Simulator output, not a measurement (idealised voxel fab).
The document below concerns the process module designated voxel self aligned contacts.
This is section cut - it's 245 nm across, gridded in 5 nm square cells.
This document writes a cross-section as a grid whose cells are square, and gives it as bands, listed from the top down; one or more rows of cells form a band. For a band, the entry starts with two heights in nm, that of the top and then that of the bottom, and carries on with the band's materials in order from left to right, each alongside its width in nm; the word "everywhere" beside a single material means it fills the band edge to edge, and "air" means empty space. For the purposes of this specification, 0 denotes the height below which the wafer in its as-received condition is composed wholly of one material, and the lowermost band, lacking a lower limit, extends downward without end, as expressed in "z 0 and below". Top row gets the first number, bottom row gets the second, and each row in between changes by the same step: that is how a band width like "30 to 40" works. "nothing altered", as given for a step, is the statement that not any cell of the cross-section underwent a change during that step. For the entry "Trapped void list", the listed items are empty spaces with no open way to the top whose size is 8 cells or more; each item follows the pattern width x height at distance, where distance is from the left edge and all three are in nm. Where a step's line continues beyond its settings, the continuation is a remark by the simulator itself on that step. When a step includes a mask, the "overlay nm" setting on its line states how far to the right of its planned place that mask lay, and negative values state how far to the left.
-- plan
1 RECEIVE with material Si
2 CONFORMAL_DEP with material SiO2, thk nm 5
3 DIRECTIONAL_DEP with material polySi, thk nm 20
4 DIRECTIONAL_DEP with material SiN, thk nm 20
5 DIRECTIONAL_DEP with material aC, thk nm 10
6 PATTERN with tone cover, mask id GATE, material resist, width nm 25, pitch nm 55, thk nm 25, overlay nm 0
7 DIRECTIONAL_ETCH with etch materials aC, depth nm 10
8 STRIP with etch materials resist
9 DIRECTIONAL_ETCH with etch materials SiN, depth nm 20
10 DIRECTIONAL_ETCH with etch materials polySi, depth nm 20
11 STRIP with etch materials aC
12 CONFORMAL_DEP with material SiN, thk nm 5
13 DIRECTIONAL_ETCH with etch materials SiN, depth nm 5
14 FILL_DEP with material SiO2, thk nm 15
15 CMP with height nm 55
16 MASKED_ETCH with tone open, mask id CONTACT, width nm 40, pitch nm 55, etch materials SiO2, depth nm 55, overlay nm 0
17 CONFORMAL_DEP with material TiN, thk nm 5
18 FILL_DEP with material Ru, thk nm 5
19 CMP with height nm 55
20 CONFORMAL_DEP with material SiCN, thk nm 5
-- Cross-section, incoming material, after step 1
	z 0 and below | Si everywhere
	Trapped void list: none
-- Module complete, cross-section. Starting point and plan per above. One mistake made in running the module
	z 60 to 55 | SiCN everywhere
	z 55 to 45 | 75 of SiO2 | 5 to 20 of TiN | 30 to 5 of Ru | 5 to 15 of TiN | 15 of SiO2 | 5 to 20 of TiN | 30 to 5 of Ru | 5 to 15 of TiN | 75 of SiO2
	z 45 to 25 | 50 of SiO2 | 40 of SiN | 5 of TiN | 5 of Ru | 5 of TiN | 40 of SiN | 5 of TiN | 5 of Ru | 5 of TiN | 40 of SiN | 45 of SiO2
	z 25 to 5 | 50 of SiO2 | 5 of SiN | 30 of polySi | 5 of SiN | 5 of TiN | 5 of Ru | 5 of TiN | 5 of SiN | 30 of polySi | 5 of SiN | 5 of TiN | 5 of Ru | 5 of TiN | 5 of SiN | 30 of polySi | 5 of SiN | 45 of SiO2
	z 5 to 0 | 90 of SiO2 | 15 of TiN | 40 of SiO2 | 15 of TiN | 85 of SiO2
	z 0 and below | Si everywhere
	Trapped void list: none
The plan and the run diverged here: in deviation from the planned setting, step 6 was conducted as PATTERN with tone cover, mask id GATE, material resist, width nm 30, pitch nm 55, thk nm 25, overlay nm 0
